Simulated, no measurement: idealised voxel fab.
Documented hereafter: the process module known as voxel gate over fins.
Square cells of 5 nm make up the cross-section cut, whose width is 290 nm.
Cross-sections here: square-cell grids, written as top-down lists of bands, a band being one or more rows of cells. Basically the band line says how high the top is and how high the bottom is, in nm, and then what's in it from left to right, every material with its width in nm. Empty space shows up as "blank", and if a single material carries "edge to edge" it runs the full band edge to edge. The reference from which all heights are counted is 0, the level beneath which the as-received wafer is entirely one material; the lowest band, having no lower bound, proceeds downward and is written after the example "top 0, no bottom". Width "30..40": first value at the band's top row of cells, second value at its bottom row, equal change from row to row. "no change" for a step: no cell of the cross-section changed in that step. Closed empty spaces (no open way to the top) of 8 cells or more are what "Closed void entries" lists, each as width x height at distance from the left edge, nm for all three. If you see something after the settings on a step's line, that's the simulator's own remark about that step. On any step carrying a mask, the "overlay nm" setting, if present on the step's line, tells how far right of its planned place the mask lay; negative values point to the left.

**Steps in the process plan**
| 1 | op RECEIVE | material Si |
| 2 | op CONFORMAL_DEP | material SiN | thk nm 5 |
| 3 | op DIRECTIONAL_DEP | material aC | thk nm 15 |
| 4 | op PATTERN | tone cover | mask id FINS | material resist | width nm 15 | pitch nm 60 | thk nm 35 | overlay nm 0 |
| 5 | op DIRECTIONAL_ETCH | etch materials aC | depth nm 15 |
| 6 | op STRIP | etch materials resist |
| 7 | op DIRECTIONAL_ETCH | etch materials SiN | depth nm 5 |
| 8 | op DIRECTIONAL_ETCH | etch materials Si | depth nm 40 |
| 9 | op STRIP | etch materials aC |
| 10 | op FILL_DEP | material SiO2 | thk nm 15 |
| 11 | op CMP | height nm 5 |
| 12 | op PATTERN | tone open | mask id RAIL | material resist | width nm 15 | thk nm 15 | overlay nm 0 |
| 13 | op DIRECTIONAL_ETCH | etch materials SiO2 | depth nm 40 |
| 14 | op STRIP | etch materials resist |
| 15 | op CONFORMAL_DEP | material TiN | thk nm 5 |
| 16 | op FILL_DEP | material W | thk nm 5 |
| 17 | op CMP | height nm 5 |
| 18 | op SELECTIVE_ETCH | etch materials W Ru TiN | depth nm 20 |
| 19 | op FILL_DEP | material SiO2 | thk nm 5 |
| 20 | op CMP | height nm 5 |
| 21 | op SELECTIVE_ETCH | etch materials SiO2 | depth nm 15 |
| 22 | op STRIP | etch materials SiN |
| 23 | op CONFORMAL_DEP | material HfO2 | thk nm 5 |
| 24 | op CONFORMAL_DEP | material TiN | thk nm 5 |
| 25 | op FILL_DEP | material W | thk nm 15 |
| 26 | op CMP | height nm 20 |
| 27 | op CONFORMAL_DEP | material SiCN | thk nm 10 |

**The first wafer of two, processed as planned**

**Step 1 complete: cross-section of the wafer as received**
  top 0, no bottom | Si edge to edge
  Closed void entries: none

**Presented here is a cross-section of the wafer after step 2 has been performed**
  top 5, bottom 0 | SiN edge to edge
  Everything below 0 is unchanged.

**Presented here is a cross-section of the wafer after step 3 has been performed**
  top 20, bottom 5 | aC edge to edge
  Everything below 5 is unchanged.

**Presented here is a cross-section of the wafer after step 4 has been performed**
  top 55, bottom 20 | blank: 45  resist: 15  blank: 45  resist: 15  blank: 45  resist: 15  blank: 45  resist: 15  blank: 50
  Everything below 20 is unchanged.

**Presented here is a cross-section of the wafer after step 5 has been performed**
  top 40, bottom 20 | blank: 45  resist: 15  blank: 45  resist: 15  blank: 45  resist: 15  blank: 45  resist: 15  blank: 50
  top 20, bottom 5 | blank: 45  aC: 15  blank: 45  aC: 15  blank: 45  aC: 15  blank: 45  aC: 15  blank: 50
  Everything below 5 is unchanged.

**Presented here is a cross-section of the wafer after step 6 has been performed**
  top 20, bottom 5 | blank: 45  aC: 15  blank: 45  aC: 15  blank: 45  aC: 15  blank: 45  aC: 15  blank: 50
  Everything below 5 is unchanged.

**Presented here is a cross-section of the wafer after step 7 has been performed**
  top 20, bottom 5 | blank: 45  aC: 15  blank: 45  aC: 15  blank: 45  aC: 15  blank: 45  aC: 15  blank: 50
  top 5, bottom 0 | blank: 45  SiN: 15  blank: 45  SiN: 15  blank: 45  SiN: 15  blank: 45  SiN: 15  blank: 50
  Everything below 0 is unchanged.

**Presented here is a cross-section of the wafer after step 8 has been performed**
  top 20, bottom 5 | blank: 45  aC: 15  blank: 45  aC: 15  blank: 45  aC: 15  blank: 45  aC: 15  blank: 50
  top 5, bottom 0 | blank: 45  SiN: 15  blank: 45  SiN: 15  blank: 45  SiN: 15  blank: 45  SiN: 15  blank: 50
  top 0, bottom -40 | blank: 45  Si: 15  blank: 45  Si: 15  blank: 45  Si: 15  blank: 45  Si: 15  blank: 50
  Everything below -40 is unchanged.

**Presented here is a cross-section of the wafer after step 9 has been performed**
  top 5, bottom 0 | blank: 45  SiN: 15  blank: 45  SiN: 15  blank: 45  SiN: 15  blank: 45  SiN: 15  blank: 50
  Everything below 0 is unchanged.

**Presented here is a cross-section of the wafer after step 10 has been performed**
  top 20, bottom 5 | SiO2 edge to edge
  top 5, bottom 0 | SiO2: 45  SiN: 15  SiO2: 45  SiN: 15  SiO2: 45  SiN: 15  SiO2: 45  SiN: 15  SiO2: 50
  top 0, bottom -40 | SiO2: 45  Si: 15  SiO2: 45  Si: 15  SiO2: 45  Si: 15  SiO2: 45  Si: 15  SiO2: 50
  Everything below -40 is unchanged.

**Presented here is a cross-section of the wafer after step 11 has been performed**
  top 5, bottom 0 | SiO2: 45  SiN: 15  SiO2: 45  SiN: 15  SiO2: 45  SiN: 15  SiO2: 45  SiN: 15  SiO2: 50
  Everything below 0 is unchanged.

**Presented here is a cross-section of the wafer after step 12 has been performed**
  top 20, bottom 5 | resist: 75  blank: 15  resist: 200
  Everything below 5 is unchanged.

**Presented here is a cross-section of the wafer after step 13 has been performed**
  top 20, bottom 5 | resist: 75  blank: 15  resist: 200
  top 5, bottom 0 | SiO2: 45  SiN: 15  SiO2: 15  blank: 15  SiO2: 15  SiN: 15  SiO2: 45  SiN: 15  SiO2: 45  SiN: 15  SiO2: 50
  top 0, bottom -35 | SiO2: 45  Si: 15  SiO2: 15  blank: 15  SiO2: 15  Si: 15  SiO2: 45  Si: 15  SiO2: 45  Si: 15  SiO2: 50
  Everything below -35 is unchanged.

**Presented here is a cross-section of the wafer after step 14 has been performed**
  top 5, bottom 0 | SiO2: 45  SiN: 15  SiO2: 15  blank: 15  SiO2: 15  SiN: 15  SiO2: 45  SiN: 15  SiO2: 45  SiN: 15  SiO2: 50
  Everything below 0 is unchanged.

**Presented here is a cross-section of the wafer after step 15 has been performed**
  top 10, bottom 5 | TiN: 80  blank: 5  TiN: 205
  top 5, bottom 0 | SiO2: 45  SiN: 15  SiO2: 15  TiN: 5  blank: 5  TiN: 5  SiO2: 15  SiN: 15  SiO2: 45  SiN: 15  SiO2: 45  SiN: 15  SiO2: 50
  top 0, bottom -30 | SiO2: 45  Si: 15  SiO2: 15  TiN: 5  blank: 5  TiN: 5  SiO2: 15  Si: 15  SiO2: 45  Si: 15  SiO2: 45  Si: 15  SiO2: 50
  top -30, bottom -35 | SiO2: 45  Si: 15  SiO2: 15  TiN: 15  SiO2: 15  Si: 15  SiO2: 45  Si: 15  SiO2: 45  Si: 15  SiO2: 50
  Everything below -35 is unchanged.

**Presented here is a cross-section of the wafer after step 16 has been performed**
  top 15, bottom 10 | W edge to edge
  top 10, bottom 5 | TiN: 80  W: 5  TiN: 205
  top 5, bottom 0 | SiO2: 45  SiN: 15  SiO2: 15  TiN: 5  W: 5  TiN: 5  SiO2: 15  SiN: 15  SiO2: 45  SiN: 15  SiO2: 45  SiN: 15  SiO2: 50
  top 0, bottom -30 | SiO2: 45  Si: 15  SiO2: 15  TiN: 5  W: 5  TiN: 5  SiO2: 15  Si: 15  SiO2: 45  Si: 15  SiO2: 45  Si: 15  SiO2: 50
  Everything below -30 is unchanged.

**Presented here is a cross-section of the wafer after step 17 has been performed**
  top 5, bottom 0 | SiO2: 45  SiN: 15  SiO2: 15  TiN: 5  W: 5  TiN: 5  SiO2: 15  SiN: 15  SiO2: 45  SiN: 15  SiO2: 45  SiN: 15  SiO2: 50
  Everything below 0 is unchanged.

**Presented here is a cross-section of the wafer after step 18 has been performed**
  top 5, bottom 0 | SiO2: 45  SiN: 15  SiO2: 15  blank: 15  SiO2: 15  SiN: 15  SiO2: 45  SiN: 15  SiO2: 45  SiN: 15  SiO2: 50
  top 0, bottom -15 | SiO2: 45  Si: 15  SiO2: 15  blank: 15  SiO2: 15  Si: 15  SiO2: 45  Si: 15  SiO2: 45  Si: 15  SiO2: 50
  Everything below -15 is unchanged.

**Presented here is a cross-section of the wafer after step 19 has been performed**
  top 10, bottom 5 | SiO2 edge to edge
  top 5, bottom 0 | SiO2: 45  SiN: 15  SiO2: 45  SiN: 15  SiO2: 45  SiN: 15  SiO2: 45  SiN: 15  SiO2: 50
  top 0, bottom -15 | SiO2: 45  Si: 15  SiO2: 45  Si: 15  SiO2: 45  Si: 15  SiO2: 45  Si: 15  SiO2: 50
  Everything below -15 is unchanged.

**Presented here is a cross-section of the wafer after step 20 has been performed**
  top 5, bottom 0 | SiO2: 45  SiN: 15  SiO2: 45  SiN: 15  SiO2: 45  SiN: 15  SiO2: 45  SiN: 15  SiO2: 50
  Everything below 0 is unchanged.

**Presented here is a cross-section of the wafer after step 21 has been performed**
  top 5, bottom 0 | blank: 45  SiN: 15  blank: 45  SiN: 15  blank: 45  SiN: 15  blank: 45  SiN: 15  blank: 50
  top 0, bottom -10 | blank: 45  Si: 15  blank: 45  Si: 15  blank: 45  Si: 15  blank: 45  Si: 15  blank: 50
  Everything below -10 is unchanged.

**Presented here is a cross-section of the wafer after step 22 has been performed**
  top 0, bottom -10 | blank: 45  Si: 15  blank: 45  Si: 15  blank: 45  Si: 15  blank: 45  Si: 15  blank: 50
  Everything below -10 is unchanged.

**Presented here is a cross-section of the wafer after step 23 has been performed**
  top 5, bottom 0 | blank: 40  HfO2: 25  blank: 35  HfO2: 25  blank: 35  HfO2: 25  blank: 35  HfO2: 25  blank: 45
  top 0, bottom -5 | blank: 40  HfO2: 5  Si: 15  HfO2: 5  blank: 35  HfO2: 5  Si: 15  HfO2: 5  blank: 35  HfO2: 5  Si: 15  HfO2: 5  blank: 35  HfO2: 5  Si: 15  HfO2: 5  blank: 45
  top -5, bottom -10 | HfO2: 45  Si: 15  HfO2: 45  Si: 15  HfO2: 45  Si: 15  HfO2: 45  Si: 15  HfO2: 50
  Everything below -10 is unchanged.

**Presented here is a cross-section of the wafer after step 24 has been performed**
  top 10, bottom 5 | blank: 35  TiN: 35  blank: 25  TiN: 35  blank: 25  TiN: 35  blank: 25  TiN: 35  blank: 40
  top 5, bottom 0 | blank: 35  TiN: 5  HfO2: 25  TiN: 5  blank: 25  TiN: 5  HfO2: 25  TiN: 5  blank: 25  TiN: 5  HfO2: 25  TiN: 5  blank: 25  TiN: 5  HfO2: 25  TiN: 5  blank: 40
  top 0, bottom -5 | TiN: 40  HfO2: 5  Si: 15  HfO2: 5  TiN: 35  HfO2: 5  Si: 15  HfO2: 5  TiN: 35  HfO2: 5  Si: 15  HfO2: 5  TiN: 35  HfO2: 5  Si: 15  HfO2: 5  TiN: 45
  Everything below -5 is unchanged.

**Presented here is a cross-section of the wafer after step 25 has been performed**
  top 25, bottom 10 | W edge to edge
  top 10, bottom 5 | W: 35  TiN: 35  W: 25  TiN: 35  W: 25  TiN: 35  W: 25  TiN: 35  W: 40
  top 5, bottom 0 | W: 35  TiN: 5  HfO2: 25  TiN: 5  W: 25  TiN: 5  HfO2: 25  TiN: 5  W: 25  TiN: 5  HfO2: 25  TiN: 5  W: 25  TiN: 5  HfO2: 25  TiN: 5  W: 40
  Everything below 0 is unchanged.

**Presented here is a cross-section of the wafer after step 26 has been performed**
  top 20, bottom 10 | W edge to edge
  Everything below 10 is unchanged.

**Presented here is a cross-section of the wafer after step 27 has been performed**
  top 30, bottom 20 | SiCN edge to edge
  Everything below 20 is unchanged.

**Regarding the second of the two wafers: it shared the first wafer's starting condition and process plan, yet one error occurred during its execution. Its history coincides with that of the first wafer up to and including step 18**

**The second wafer cut through, at the time step 19 was supposed to be finished**
  top 10, bottom 5 | aC edge to edge
  top 5, bottom 0 | SiO2: 45  SiN: 15  SiO2: 15  aC: 15  SiO2: 15  SiN: 15  SiO2: 45  SiN: 15  SiO2: 45  SiN: 15  SiO2: 50
  top 0, bottom -15 | SiO2: 45  Si: 15  SiO2: 15  aC: 15  SiO2: 15  Si: 15  SiO2: 45  Si: 15  SiO2: 45  Si: 15  SiO2: 50
  Everything below -15 is unchanged.

**The second wafer cut through, at the time step 20 was supposed to be finished**
  top 5, bottom 0 | SiO2: 45  SiN: 15  SiO2: 15  aC: 15  SiO2: 15  SiN: 15  SiO2: 45  SiN: 15  SiO2: 45  SiN: 15  SiO2: 50
  Everything below 0 is unchanged.

**The second wafer cut through, at the time step 21 was supposed to be finished**
  top 5, bottom 0 | blank: 45  SiN: 15  blank: 15  aC: 15  blank: 15  SiN: 15  blank: 45  SiN: 15  blank: 45  SiN: 15  blank: 50
  top 0, bottom -10 | blank: 45  Si: 15  blank: 15  aC: 15  blank: 15  Si: 15  blank: 45  Si: 15  blank: 45  Si: 15  blank: 50
  Everything below -10 is unchanged.

**The second wafer cut through, at the time step 22 was supposed to be finished**
  top 5, bottom 0 | blank: 75  aC: 15  blank: 200
  Everything below 0 is unchanged.

**The second wafer cut through, at the time step 23 was supposed to be finished**
  top 10, bottom 5 | blank: 70  HfO2: 25  blank: 195
  top 5, bottom 0 | blank: 40  HfO2: 25  blank: 5  HfO2: 5  aC: 15  HfO2: 5  blank: 5  HfO2: 25  blank: 35  HfO2: 25  blank: 35  HfO2: 25  blank: 45
  top 0, bottom -5 | blank: 40  HfO2: 5  Si: 15  HfO2: 5  blank: 5  HfO2: 5  aC: 15  HfO2: 5  blank: 5  HfO2: 5  Si: 15  HfO2: 5  blank: 35  HfO2: 5  Si: 15  HfO2: 5  blank: 35  HfO2: 5  Si: 15  HfO2: 5  blank: 45
  top -5, bottom -10 | HfO2: 45  Si: 15  HfO2: 15  aC: 15  HfO2: 15  Si: 15  HfO2: 45  Si: 15  HfO2: 45  Si: 15  HfO2: 50
  Everything below -10 is unchanged.

**The second wafer cut through, at the time step 24 was supposed to be finished**
  top 15, bottom 10 | blank: 65  TiN: 35  blank: 190
  top 10, bottom 5 | blank: 35  TiN: 35  HfO2: 25  TiN: 35  blank: 25  TiN: 35  blank: 25  TiN: 35  blank: 40
  top 5, bottom 0 | blank: 35  TiN: 5  HfO2: 25  TiN: 5  HfO2: 5  aC: 15  HfO2: 5  TiN: 5  HfO2: 25  TiN: 5  blank: 25  TiN: 5  HfO2: 25  TiN: 5  blank: 25  TiN: 5  HfO2: 25  TiN: 5  blank: 40
  top 0, bottom -5 | TiN: 40  HfO2: 5  Si: 15  HfO2: 5  TiN: 5  HfO2: 5  aC: 15  HfO2: 5  TiN: 5  HfO2: 5  Si: 15  HfO2: 5  TiN: 35  HfO2: 5  Si: 15  HfO2: 5  TiN: 35  HfO2: 5  Si: 15  HfO2: 5  TiN: 45
  Everything below -5 is unchanged.

**The second wafer cut through, at the time step 25 was supposed to be finished**
  top 30, bottom 15 | W edge to edge
  top 15, bottom 10 | W: 65  TiN: 35  W: 190
  top 10, bottom 5 | W: 35  TiN: 35  HfO2: 25  TiN: 35  W: 25  TiN: 35  W: 25  TiN: 35  W: 40
  top 5, bottom 0 | W: 35  TiN: 5  HfO2: 25  TiN: 5  HfO2: 5  aC: 15  HfO2: 5  TiN: 5  HfO2: 25  TiN: 5  W: 25  TiN: 5  HfO2: 25  TiN: 5  W: 25  TiN: 5  HfO2: 25  TiN: 5  W: 40
  Everything below 0 is unchanged.

**The second wafer cut through, at the time step 26 was supposed to be finished**
  top 20, bottom 15 | W edge to edge
  Everything below 15 is unchanged.

**The second wafer cut through, at the time step 27 was supposed to be finished**
  top 30, bottom 20 | SiCN edge to edge
  Everything below 20 is unchanged.
The plan and the run diverged here: rather than as planned, step 19 actually ran as op FILL_DEP | material aC | thk nm 5
Count the cells at the end and the second wafer has more or fewer of some materials than the first: HfO2 +6; SiO2 -3; TiN +2; W -17; aC +12
